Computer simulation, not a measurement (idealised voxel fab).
A process module follows: voxel wiring stack.
This is section cut - it's 180 nm across, gridded in 5 nm square cells.
In this document a cross-section is written as a grid of square cells. It is given as a series of bands, listed from the top down, and a band is one or more rows of cells.
Band: top height; bottom height; in nm. Then, left to right: material with width in nm, for each material. "edge to edge": a single material spanning edge to edge. "empty": empty space.
Counting heights begins at 0, where everything beneath is, in the wafer as received, one material. The lowest band has no bottom; it goes on downwards, as "from 0 down" shows.
The two numbers in a width such as "30..40" mark its ends across the band: the first belongs to the top row of cells, the second to the bottom row, and from each row to the next the width moves by the same amount.
For the purposes of this document, the phrase "nothing altered" attached to a step denotes that no cell within the cross-section was modified by that step.
Empty spaces without an open route to the top, at least 8 cells in extent, make up the entry "Completely sealed voids"; each is given as width x height at distance, where the distance is measured from the left edge, and all are in nm.
Past the settings on a step's line: simulator remark, on that step.
overlay nm: on a step with a mask, how far right of its planned place the mask lay; negative means left.

## plan
1) RECEIVE,material Si
2) CONFORMAL_DEP,material SiO2,thk nm 15
3) DIRECTIONAL_DEP,material TiN,thk nm 5
4) DIRECTIONAL_DEP,material W,thk nm 20
5) DIRECTIONAL_DEP,material aC,thk nm 10
6) PATTERN,tone cover,mask id METAL_1,material resist,width nm 30,pitch nm 60,thk nm 25,overlay nm 0
7) DIRECTIONAL_ETCH,etch materials aC,depth nm 10
8) STRIP,etch materials resist
9) DIRECTIONAL_ETCH,etch materials W,depth nm 20
10) DIRECTIONAL_ETCH,etch materials TiN,depth nm 5
11) STRIP,etch materials aC
12) FILL_DEP,material lowk,thk nm 5
13) CMP,height nm 40
14) CONFORMAL_DEP,material SiCN,thk nm 5
15) DIRECTIONAL_DEP,material SiO2,thk nm 20
16) DIRECTIONAL_DEP,material aC,thk nm 15
17) PATTERN,tone open,mask id PLUG_1,material resist,width nm 15,pitch nm 60,thk nm 35,overlay nm 0
18) DIRECTIONAL_ETCH,etch materials aC,depth nm 15
19) STRIP,etch materials resist
20) DIRECTIONAL_ETCH,etch materials SiO2,depth nm 20
21) DIRECTIONAL_ETCH,etch materials SiCN,depth nm 5
22) STRIP,etch materials aC
23) EPI,material Ru,thk nm 10
24) EPI,material Ru,thk nm 10
25) EPI,material Ru,thk nm 5
26) DIRECTIONAL_DEP,material TiN,thk nm 5
27) DIRECTIONAL_DEP,material Ru,thk nm 15
28) MASKED_ETCH,tone cover,mask id METAL_2,width nm 30,pitch nm 60,etch materials Ru,depth nm 15,overlay nm 0
29) MASKED_ETCH,tone cover,mask id METAL_2,width nm 30,pitch nm 60,etch materials TiN,depth nm 5,overlay nm 0
30) CONFORMAL_DEP,material SiCN,thk nm 5
31) FILL_DEP,material lowk,thk nm 5
32) CMP,height nm 85
33) CONFORMAL_DEP,material SiCN,thk nm 5

## Cross-section, incoming material, after step 1
from 0 down: Si edge to edge
Completely sealed voids: none

## Final cross-section, module run with one mistake (start and plan as above)
from 90 to 85: SiCN edge to edge
from 85 to 80: SiCN=20, lowk=5, SiCN=5, TiN=15, SiCN=35, lowk=5, SiCN=5, TiN=15, SiCN=35, lowk=5, SiCN=5, TiN=15, SiCN=15
from 80 to 70: aC=15, SiCN=5, lowk=5, SiCN=5, aC=45, SiCN=5, lowk=5, SiCN=5, aC=45, SiCN=5, lowk=5, SiCN=5, aC=30
from 70 to 65: aC=15, SiCN=15, aC=45, SiCN=15, aC=45, SiCN=15, aC=30
from 65 to 50: SiO2=15, Ru=15, SiO2=45, Ru=15, SiO2=45, Ru=15, SiO2=30
from 50 to 45: SiO2=15, TiN=15, SiO2=45, TiN=15, SiO2=45, TiN=15, SiO2=30
from 45 to 40: SiCN=15, Ru=15, SiCN=45, Ru=15, SiCN=45, Ru=15, SiCN=30
from 40 to 20: lowk=15, Ru=30, lowk=30, Ru=30, lowk=30, Ru=30, lowk=15
from 20 to 15: lowk=15, TiN=30, lowk=30, TiN=30, lowk=30, TiN=30, lowk=15
from 15 to 0: SiO2 edge to edge
from 0 down: Si edge to edge
Completely sealed voids: none
So what did we get wrong on this run? heads up, step 22 didn't go per plan, it actually ran as STRIP,etch materials W
